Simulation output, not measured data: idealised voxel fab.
process module | voxel double patterning
cross-section cut | 220 nm wide | cells 5 nm
A cross-section is a grid of square cells, given in bands from the top down. A band is one or more rows of cells.
Each band's line starts with the height of the band's top and of its bottom, in nm. Then come its materials from left to right, each with its width in nm. One material with "throughout" fills the band from edge to edge. "air" is empty space.
Height 0 is the level under which the wafer as received is all one material. The lowest band goes on downwards, as in "0 down".
A width such as "30 to 40" changes by the same amount from each row of cells to the next, from the band's top row to its bottom row.
"no change" after a step means that no cell of the cross-section changed.
closed voids: empty space of 8 cells or more with no open way to the top, each as width x height at its distance from the left edge, in nm
after a step's settings: what the simulator itself notes on the step
overlay nm, on a step with a mask: how far to the right of its planned place the mask lay; to the left if negative
plan
1 op RECEIVE | material Si
2 op CONFORMAL_DEP | material SiO2 | thk nm 10
3 op DIRECTIONAL_DEP | material TiN | thk nm 20
4 op DIRECTIONAL_DEP | material SiN | thk nm 10
5 op PATTERN | tone open | mask id FIRST | material resist | width nm 15 | pitch nm 50 | thk nm 15 | overlay nm 0
6 op DIRECTIONAL_ETCH | etch materials SiN | depth nm 10
7 op STRIP | etch materials resist
8 op DIRECTIONAL_DEP | material aC | thk nm 15
9 op PATTERN | tone open | mask id SECOND | material resist | width nm 15 | thk nm 35 | overlay nm 0
10 op DIRECTIONAL_ETCH | etch materials aC | depth nm 15
11 op STRIP | etch materials resist
12 op DIRECTIONAL_ETCH | etch materials SiN | depth nm 10
13 op STRIP | etch materials aC
14 op DIRECTIONAL_ETCH | etch materials TiN | depth nm 20
15 op STRIP | etch materials SiN
first wafer, as planned
as received, after step 1
  0 down: Si throughout
  closed voids: none
after step 2
  10 to 0: SiO2 throughout
  below 0: unchanged
after step 3
  30 to 10: TiN throughout
  below 10: unchanged
after step 4
  40 to 30: SiN throughout
  below 30: unchanged
after step 5
  55 to 40: resist 75 | air 15 | resist 35 | air 15 | resist 80
  below 40: unchanged
after step 6
  55 to 40: resist 75 | air 15 | resist 35 | air 15 | resist 80
  40 to 30: SiN 75 | air 15 | SiN 35 | air 15 | SiN 80
  below 30: unchanged
after step 7
  40 to 30: SiN 75 | air 15 | SiN 35 | air 15 | SiN 80
  below 30: unchanged
after step 8
  55 to 45: aC 75 | air 15 | aC 35 | air 15 | aC 80
  45 to 40: aC throughout
  40 to 30: SiN 75 | aC 15 | SiN 35 | aC 15 | SiN 80
  below 30: unchanged
after step 9
  90 to 55: resist 100 | air 15 | resist 105
  55 to 45: aC 75 | resist 15 | aC 35 | resist 15 | aC 80
  below 45: unchanged
after step 10
  75 to 55: resist 100 | air 15 | resist 105
  55 to 45: aC 75 | resist 15 | aC 10 | air 15 | aC 10 | resist 15 | aC 80
  45 to 40: aC 100 | air 15 | aC 105
  below 40: unchanged
after step 11
  55 to 45: aC 75 | air 15 | aC 10 | air 15 | aC 10 | air 15 | aC 80
  below 45: unchanged
after step 12
  55 to 45: aC 75 | air 15 | aC 10 | air 15 | aC 10 | air 15 | aC 80
  45 to 40: aC 100 | air 15 | aC 105
  40 to 30: SiN 75 | aC 15 | SiN 10 | air 15 | SiN 10 | aC 15 | SiN 80
  below 30: unchanged
after step 13
  40 to 30: SiN 75 | air 15 | SiN 10 | air 15 | SiN 10 | air 15 | SiN 80
  below 30: unchanged
after step 14
  40 to 30: SiN 75 | air 15 | SiN 10 | air 15 | SiN 10 | air 15 | SiN 80
  30 to 10: TiN 75 | air 15 | TiN 10 | air 15 | TiN 10 | air 15 | TiN 80
  below 10: unchanged
after step 15
  30 to 10: TiN 75 | air 15 | TiN 10 | air 15 | TiN 10 | air 15 | TiN 80
  below 10: unchanged
second wafer: like start, like plan, one mistake. Through step 1 it matches the first wafer
when step 2 should have ended
  20 to 0: TiN throughout
  below 0: unchanged
when step 3 should have ended
  30 to 20: SiO2 throughout
  below 20: unchanged
when step 4 should have ended
  40 to 30: SiN throughout
  below 30: unchanged
when step 5 should have ended
  55 to 40: resist 75 | air 15 | resist 35 | air 15 | resist 80
  below 40: unchanged
when step 6 should have ended
  55 to 40: resist 75 | air 15 | resist 35 | air 15 | resist 80
  40 to 30: SiN 75 | air 15 | SiN 35 | air 15 | SiN 80
  below 30: unchanged
when step 7 should have ended
  40 to 30: SiN 75 | air 15 | SiN 35 | air 15 | SiN 80
  below 30: unchanged
when step 8 should have ended
  55 to 45: aC 75 | air 15 | aC 35 | air 15 | aC 80
  45 to 40: aC throughout
  40 to 30: SiN 75 | aC 15 | SiN 35 | aC 15 | SiN 80
  below 30: unchanged
when step 9 should have ended
  90 to 55: resist 100 | air 15 | resist 105
  55 to 45: aC 75 | resist 15 | aC 35 | resist 15 | aC 80
  below 45: unchanged
when step 10 should have ended
  75 to 55: resist 100 | air 15 | resist 105
  55 to 45: aC 75 | resist 15 | aC 10 | air 15 | aC 10 | resist 15 | aC 80
  45 to 40: aC 100 | air 15 | aC 105
  below 40: unchanged
when step 11 should have ended
  55 to 45: aC 75 | air 15 | aC 10 | air 15 | aC 10 | air 15 | aC 80
  below 45: unchanged
when step 12 should have ended
  55 to 45: aC 75 | air 15 | aC 10 | air 15 | aC 10 | air 15 | aC 80
  45 to 40: aC 100 | air 15 | aC 105
  40 to 30: SiN 75 | aC 15 | SiN 10 | air 15 | SiN 10 | aC 15 | SiN 80
  below 30: unchanged
when step 13 should have ended
  40 to 30: SiN 75 | air 15 | SiN 10 | air 15 | SiN 10 | air 15 | SiN 80
  below 30: unchanged
when step 14 should have ended: no change
when step 15 should have ended
  30 to 20: SiO2 throughout
  below 20: unchanged
what went wrong: steps 2 and 3 were swapped
at the end the second wafer has, in cells: 36 more of TiN
